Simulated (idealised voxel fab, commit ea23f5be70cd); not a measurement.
process module | voxel capacitor over wiring
cross-section cut | 160 nm wide | cells 5 nm
A cross-section is a grid of square cells, given in bands from the top down. A band is one or more rows of cells.
Each band's line starts with the height of the band's top and of its bottom, in nm. Then come its materials from left to right, each with its width in nm. One material with "throughout" fills the band from edge to edge. "air" is empty space.
Height 0 is the level under which the wafer as received is all one material. The lowest band goes on downwards, as in "0 down".
A width such as "30 to 40" changes by the same amount from each row of cells to the next, from the band's top row to its bottom row.
"no change" after a step means that no cell of the cross-section changed.
closed voids: empty space of 8 cells or more with no open way to the top, each as width x height at its distance from the left edge, in nm
after a step's settings: what the simulator itself notes on the step
overlay nm, on a step with a mask: how far to the right of its planned place the mask lay; to the left if negative
plan
1 op RECEIVE | material Si
2 op CONFORMAL_DEP | material SiO2 | thk nm 10
3 op DIRECTIONAL_DEP | material TiN | thk nm 5
4 op DIRECTIONAL_DEP | material Ru | thk nm 15
5 op PATTERN | tone cover | mask id METAL_1 | material resist | width nm 25 | pitch nm 95 | thk nm 20 | overlay nm 0
6 op DIRECTIONAL_ETCH | etch materials Ru | depth nm 15
7 op DIRECTIONAL_ETCH | etch materials TiN | depth nm 5
8 op STRIP | etch materials resist
9 op CONFORMAL_DEP | material SiCN | thk nm 5
10 op FILL_DEP | material SiO2 | thk nm 5
11 op CMP | height nm 30
12 op CONFORMAL_DEP | material SiCN | thk nm 5
13 op DIRECTIONAL_DEP | material SiO2 | thk nm 15
14 op DIRECTIONAL_DEP | material aC | thk nm 10
15 op PATTERN | tone open | mask id PLUG_1 | material resist | width nm 15 | thk nm 25 | overlay nm 0
16 op DIRECTIONAL_ETCH | etch materials aC | depth nm 10
17 op STRIP | etch materials resist
18 op DIRECTIONAL_ETCH | etch materials SiO2 | depth nm 15
19 op DIRECTIONAL_ETCH | etch materials SiCN | depth nm 5
20 op STRIP | etch materials aC
21 op CONFORMAL_DEP | material TiN | thk nm 5
22 op FILL_DEP | material Cu | thk nm 5
23 op CMP | height nm 50
24 op DIRECTIONAL_DEP | material TiN | thk nm 10
25 op DIRECTIONAL_DEP | material HfO2 | thk nm 5
26 op DIRECTIONAL_DEP | material TiN | thk nm 10
27 op DIRECTIONAL_DEP | material aC | thk nm 10
28 op PATTERN | tone cover | mask id UPPER_PLATE | material resist | width nm 75 | thk nm 30 | overlay nm 0
29 op DIRECTIONAL_ETCH | etch materials aC | depth nm 10
30 op STRIP | etch materials resist
31 op DIRECTIONAL_ETCH | etch materials TiN | depth nm 5
32 op DIRECTIONAL_ETCH | etch materials HfO2 | depth nm 5
33 op STRIP | etch materials aC
34 op DIRECTIONAL_DEP | material aC | thk nm 10
35 op PATTERN | tone cover | mask id LOWER_PLATE | material resist | width nm 85 | thk nm 25 | overlay nm 0
36 op DIRECTIONAL_ETCH | etch materials aC | depth nm 10
37 op STRIP | etch materials resist
38 op DIRECTIONAL_ETCH | etch materials TiN | depth nm 10
39 op STRIP | etch materials aC
40 op FILL_DEP | material SiO2 | thk nm 20
41 op CMP | height nm 90
42 op MASKED_ETCH | tone open | mask id PLUG_2 | width nm 15 | etch materials SiO2 | depth nm 15 | overlay nm 0
43 op CONFORMAL_DEP | material TiN | thk nm 5
44 op FILL_DEP | material Cu | thk nm 5
45 op CMP | height nm 90
46 op CONFORMAL_DEP | material SiN | thk nm 5
varied across the wafers: depth nm of step 31. The plan shows the first wafer's value. All wafers start alike
first wafer as received, after step 1
  0 down: Si throughout
  closed voids: none
first wafer at the end, after step 46
  95 to 90: SiN throughout
  90 to 80: SiO2 40 | TiN 5 | Cu 5 | TiN 5 | SiO2 105
  80 to 70: SiO2 40 to 30 | TiN 15 to 75 | SiO2 105 to 55
  70 to 65: SiO2 25 | TiN 85 | SiO2 50
  65 to 60: HfO2 throughout
  60 to 50: TiN throughout
  50 to 35: SiO2 30 | TiN 5 | Cu 5 | TiN 5 | SiO2 115
  35 to 30: SiCN 30 | TiN 15 | SiCN 115
  30 to 15: SiO2 15 | SiCN 5 | Ru 25 | SiCN 5 | SiO2 60 | SiCN 5 | Ru 25 | SiCN 5 | SiO2 15
  15 to 10: SiCN 20 | TiN 25 | SiCN 70 | TiN 25 | SiCN 20
  10 to 0: SiO2 throughout
  0 down: Si throughout
  closed voids: none
last wafer at the end
  95 to 90: SiN throughout
  90 to 80: SiO2 40 | TiN 5 | Cu 5 | TiN 5 | SiO2 105
  80 to 75: SiO2 40 | TiN 15 | SiO2 105
  75 to 65: SiO2 30 | TiN 75 | SiO2 55
  65 to 60: SiO2 30 | HfO2 75 | SiO2 55
  60 to 50: SiO2 25 | TiN 85 | SiO2 50
  50 to 35: SiO2 30 | TiN 5 | Cu 5 | TiN 5 | SiO2 115
  35 to 30: SiCN 30 | TiN 15 | SiCN 115
  30 to 15: SiO2 15 | SiCN 5 | Ru 25 | SiCN 5 | SiO2 60 | SiCN 5 | Ru 25 | SiCN 5 | SiO2 15
  15 to 10: SiCN 20 | TiN 25 | SiCN 70 | TiN 25 | SiCN 20
  10 to 0: SiO2 throughout
  0 down: Si throughout
  closed voids: none
each wafer at the end: cells of each material gained (+) or lost (-) since it was received, then its closed voids
depth nm 5 | +5 Cu | +32 HfO2 | +30 Ru | +63 SiCN | +32 SiN | +324 SiO2 | +122 TiN | closed voids: none
depth nm 10 | +5 Cu | +15 HfO2 | +30 Ru | +63 SiCN | +32 SiN | +373 SiO2 | +90 TiN | closed voids: none
depth nm 15 | +5 Cu | +15 HfO2 | +30 Ru | +63 SiCN | +32 SiN | +373 SiO2 | +90 TiN | closed voids: none
depth nm 20 | +5 Cu | +15 HfO2 | +30 Ru | +63 SiCN | +32 SiN | +373 SiO2 | +90 TiN | closed voids: none
depth nm 25 | +5 Cu | +15 HfO2 | +30 Ru | +63 SiCN | +32 SiN | +373 SiO2 | +90 TiN | closed voids: none
